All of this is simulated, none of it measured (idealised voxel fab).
process module | voxel wiring stack
cross-section cut | 145 nm wide | cells 5 nm
A cross-section is a grid of square cells, given in bands from the top down. A band is one or more rows of cells.
Each band's line starts with the height of the band's top and of its bottom, in nm. Then come its materials from left to right, each with its width in nm. One material with "throughout" fills the band from edge to edge. "air" is empty space.
Height 0 is the level under which the wafer as received is all one material. The lowest band goes on downwards, as in "0 down".
A width such as "30 to 40" changes by the same amount from each row of cells to the next, from the band's top row to its bottom row.
"no change" after a step means that no cell of the cross-section changed.
closed voids: empty space of 8 cells or more with no open way to the top, each as width x height at its distance from the left edge, in nm
after a step's settings: what the simulator itself notes on the step
overlay nm, on a step with a mask: how far to the right of its planned place the mask lay; to the left if negative
plan
1 op RECEIVE | material Si
2 op CONFORMAL_DEP | material SiO2 | thk nm 15
3 op DIRECTIONAL_DEP | material TiN | thk nm 5
4 op DIRECTIONAL_DEP | material W | thk nm 15
5 op MASKED_ETCH | tone cover | mask id METAL_1 | width nm 30 | pitch nm 60 | etch materials W | depth nm 15 | overlay nm 0
6 op MASKED_ETCH | tone cover | mask id METAL_1 | width nm 30 | pitch nm 60 | etch materials TiN | depth nm 5 | overlay nm 0
7 op FILL_DEP | material SiO2 | thk nm 5
8 op CMP | height nm 35
9 op CONFORMAL_DEP | material SiCN | thk nm 5
10 op DIRECTIONAL_DEP | material SiO2 | thk nm 10
11 op MASKED_ETCH | tone open | mask id PLUG_1 | width nm 15 | etch materials SiO2 | depth nm 10 | overlay nm 0
12 op MASKED_ETCH | tone open | mask id PLUG_1 | width nm 15 | etch materials SiCN | depth nm 5 | overlay nm 0
13 op CONFORMAL_DEP | material TiN | thk nm 5
14 op FILL_DEP | material Cu | thk nm 5
15 op CMP | height nm 50
16 op CONFORMAL_DEP | material SiN | thk nm 5
17 op DIRECTIONAL_DEP | material lowk | thk nm 15
18 op MASKED_ETCH | tone open | mask id METAL_2 | width nm 30 | pitch nm 60 | etch materials lowk | depth nm 15 | overlay nm 0
19 op MASKED_ETCH | tone open | mask id METAL_2 | width nm 30 | pitch nm 60 | etch materials SiN | depth nm 5 | overlay nm 0
20 op CONFORMAL_DEP | material TiN | thk nm 5
21 op FILL_DEP | material Cu | thk nm 10
22 op CMP | height nm 70
23 op CONFORMAL_DEP | material SiCN | thk nm 5
24 op DIRECTIONAL_DEP | material lowk | thk nm 30
25 op MASKED_ETCH | tone open | mask id METAL_3 | width nm 30 | pitch nm 60 | etch materials lowk | depth nm 15 | overlay nm 0
26 op MASKED_ETCH | tone open | mask id METAL_3_HOLES | width nm 15 | etch materials lowk | depth nm 15 | overlay nm 0
27 op MASKED_ETCH | tone open | mask id METAL_3_HOLES | width nm 15 | etch materials SiCN | depth nm 5 | overlay nm 0
28 op CONFORMAL_DEP | material TiN | thk nm 5
29 op FILL_DEP | material Cu | thk nm 10
30 op CMP | height nm 105
31 op CONFORMAL_DEP | material SiCN | thk nm 5
32 op DIRECTIONAL_DEP | material lowk | thk nm 10
33 op DIRECTIONAL_DEP | material aC | thk nm 15
34 op PATTERN | tone open | mask id PLUG_3 | material resist | width nm 15 | thk nm 30 | overlay nm 0
35 op DIRECTIONAL_ETCH | etch materials aC | depth nm 15
36 op STRIP | etch materials resist
37 op DIRECTIONAL_ETCH | etch materials lowk | depth nm 10
38 op DIRECTIONAL_ETCH | etch materials SiCN | depth nm 5
39 op STRIP | etch materials aC
40 op EPI | material Ru | thk nm 10
41 op EPI | material Ru | thk nm 5
42 op DIRECTIONAL_DEP | material TiN | thk nm 5
43 op DIRECTIONAL_DEP | material W | thk nm 15
44 op PATTERN | tone cover | mask id METAL_4 | material resist | width nm 30 | pitch nm 60 | thk nm 20 | overlay nm 0
45 op DIRECTIONAL_ETCH | etch materials W | depth nm 15
46 op DIRECTIONAL_ETCH | etch materials TiN | depth nm 5
47 op STRIP | etch materials resist
48 op FILL_DEP | material SiO2 | thk nm 5
49 op CMP | height nm 140
50 op CONFORMAL_DEP | material SiCN | thk nm 5
as received, after step 1
  0 down: Si throughout
  closed voids: none
first wafer at the end, as planned
  145 to 140: SiCN throughout
  140 to 125: SiO2 25 | W 30 | SiO2 30 | W 30 | SiO2 30
  125 to 120: SiO2 25 | TiN 30 | SiO2 30 | TiN 30 | SiO2 30
  120 to 110: lowk 25 | Ru 15 | lowk 105
  110 to 105: SiCN 25 | Ru 15 | SiCN 105
  105 to 95: lowk 25 | TiN 5 | Cu 20 | TiN 5 | lowk 30 | TiN 5 | Cu 20 | TiN 5 | lowk 30
  95 to 90: lowk 25 | TiN 5 | Cu 5 | TiN 20 | lowk 30 | TiN 30 | lowk 30
  90 to 75: lowk 25 | TiN 5 | Cu 5 | TiN 5 | lowk 105
  75 to 70: SiCN 25 | TiN 15 | SiCN 105
  70 to 55: lowk 25 | TiN 5 | Cu 20 | TiN 5 | lowk 30 | TiN 5 | Cu 20 | TiN 5 | lowk 30
  55 to 50: SiN 25 | TiN 30 | SiN 30 | TiN 30 | SiN 30
  50 to 40: SiO2 25 | TiN 5 | Cu 5 | TiN 5 | SiO2 105
  40 to 35: SiCN 25 | TiN 15 | SiCN 105
  35 to 20: SiO2 25 | W 30 | SiO2 30 | W 30 | SiO2 30
  20 to 15: SiO2 25 | TiN 30 | SiO2 30 | TiN 30 | SiO2 30
  15 to 0: SiO2 throughout
  0 down: Si throughout
  closed voids: none
second wafer at the end: like start, like plan, one mistake
  145 to 140: SiCN throughout
  140 to 125: SiO2 25 | W 30 | SiO2 30 | W 30 | SiO2 30
  125 to 120: SiO2 25 | TiN 30 | SiO2 30 | TiN 30 | SiO2 30
  120 to 110: lowk 25 | Ru 15 | lowk 105
  110 to 105: SiCN 25 | Ru 15 | SiCN 105
  105 to 95: lowk 25 | TiN 5 | Cu 20 | TiN 5 | lowk 30 | TiN 5 | Cu 20 | TiN 5 | lowk 30
  95 to 90: lowk 25 | TiN 5 | Cu 5 | TiN 20 | lowk 30 | TiN 30 | lowk 30
  90 to 75: lowk 25 | TiN 5 | Cu 5 | TiN 5 | lowk 105
  75 to 70: SiCN 25 | TiN 15 | SiCN 105
  70 to 55: lowk 25 | TiN 5 | Cu 20 | TiN 5 | lowk 30 | TiN 5 | Cu 20 | TiN 5 | lowk 30
  55 to 50: SiN 25 | TiN 30 | SiN 30 | TiN 30 | SiN 30
  50 to 45: SiO2 35 | TiN 5 | Cu 5 | TiN 5 | SiO2 95
  45 to 40: SiO2 35 | TiN 15 | SiO2 95
  40 to 35: SiCN 35 | TiN 5 | SiCN 105
  35 to 20: SiO2 25 | W 30 | SiO2 30 | W 30 | SiO2 30
  20 to 15: SiO2 25 | TiN 30 | SiO2 30 | TiN 30 | SiO2 30
  15 to 0: SiO2 throughout
  0 down: Si throughout
  closed voids: none
what went wrong: step 11 ran as: op MASKED_ETCH | tone open | mask id PLUG_1 | width nm 15 | etch materials SiO2 | depth nm 10 | overlay nm 10
at the end the second wafer has, in cells: 1 fewer of Cu | 2 more of SiCN | 1 fewer of TiN
